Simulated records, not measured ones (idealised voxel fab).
The name of this process module is voxel self aligned vias.
Cross-sectional view cut (width: 270 nm; square cell size: 5 nm).
Cross-section spec: square-cell grid; bands listed top down; each band is one or more rows.
Look at the band entry: it leads with the top's height and the bottom's height in nm. Then it lists the materials left to right, with a width in nm for each. The word "throughout" on a single material says that material fills the band edge to edge. The word "air" is empty space.
Height datum 0, below which the as-received substrate wafer is one material. Lowest band open at the bottom, running downward: "0 and below".
Width: "30..40" (first number = top row, second number = bottom row, same change from row to row of cells).
Any step labelled "no change occurred" changed none of the cells in the cross-section.
Voids not open to the top, 8 cells minimum: see "closed voids". Written width x height at distance; distance is from the left edge; nm.
Formally, on a step line, whatever follows the settings is a remark that the simulator itself makes on the step.
On any step carrying a mask, the "overlay nm" setting, if present on the step's line, tells how far right of its planned place the mask lay; negative values point to the left.

Process steps foreseen in the plan:
1 RECEIVE, material Si
2 CONFORMAL_DEP, material SiO2, thk nm 15
3 CONFORMAL_DEP, material SiCN, thk nm 5
4 DIRECTIONAL_DEP, material SiO2, thk nm 25
5 MASKED_ETCH, tone open, mask id LINES, width nm 30, pitch nm 80, etch materials SiO2, depth nm 25, overlay nm 0
6 CONFORMAL_DEP, material TiN, thk nm 5
7 FILL_DEP, material W, thk nm 10
8 CMP, height nm 45
9 SELECTIVE_ETCH, etch materials W Ru TiN, depth nm 10
10 FILL_DEP, material SiN, thk nm 10
11 CMP, height nm 45
12 DIRECTIONAL_DEP, material SiO2, thk nm 15
13 PATTERN, tone open, mask id VIAS, material resist, width nm 50, pitch nm 80, thk nm 20, overlay nm 0
14 DIRECTIONAL_ETCH, etch materials SiO2, depth nm 15
15 DIRECTIONAL_ETCH, etch materials SiN, depth nm 10
16 STRIP, etch materials resist
17 CONFORMAL_DEP, material TiN, thk nm 5
18 FILL_DEP, material W, thk nm 10
19 CMP, height nm 60
20 CONFORMAL_DEP, material SiCN, thk nm 5

Incoming wafer, cross-sectional view, post step 1:
> 0 and below: Si throughout
> closed voids: none

The cross-section shown corresponds to the wafer at the conclusion of the module. The initial structure and the process plan are those presented above; however, one mistake occurred in executing the plan:
> 65 down to 60: SiCN throughout
> 60 down to 45: 70 of SiO2, 5 of TiN, 40 of W, 5 of TiN, 30 of SiO2, 5 of TiN, 40 of W, 5 of TiN, 70 of SiO2
> 45 down to 40: 70 of SiN, 5 of TiN, 40 of W, 5 of TiN, 30 of SiN, 5 of TiN, 40 of W, 5 of TiN, 70 of SiN
> 40 down to 35: 70 of SiN, 50 of TiN, 30 of SiN, 50 of TiN, 70 of SiN
> 35 down to 30: 85 of TiN, 20 of W, 60 of TiN, 20 of W, 85 of TiN
> 30 down to 10: 80 of SiO2, 5 of TiN, 20 of W, 5 of TiN, 50 of SiO2, 5 of TiN, 20 of W, 5 of TiN, 80 of SiO2
> 10 down to 5: 80 of SiO2, 30 of TiN, 50 of SiO2, 30 of TiN, 80 of SiO2
> 5 down to 0: SiCN throughout
> 0 and below: Si throughout
> closed voids: none
The mistake made against the process plan was this: step 2 in the plan did not get run; it was skipped
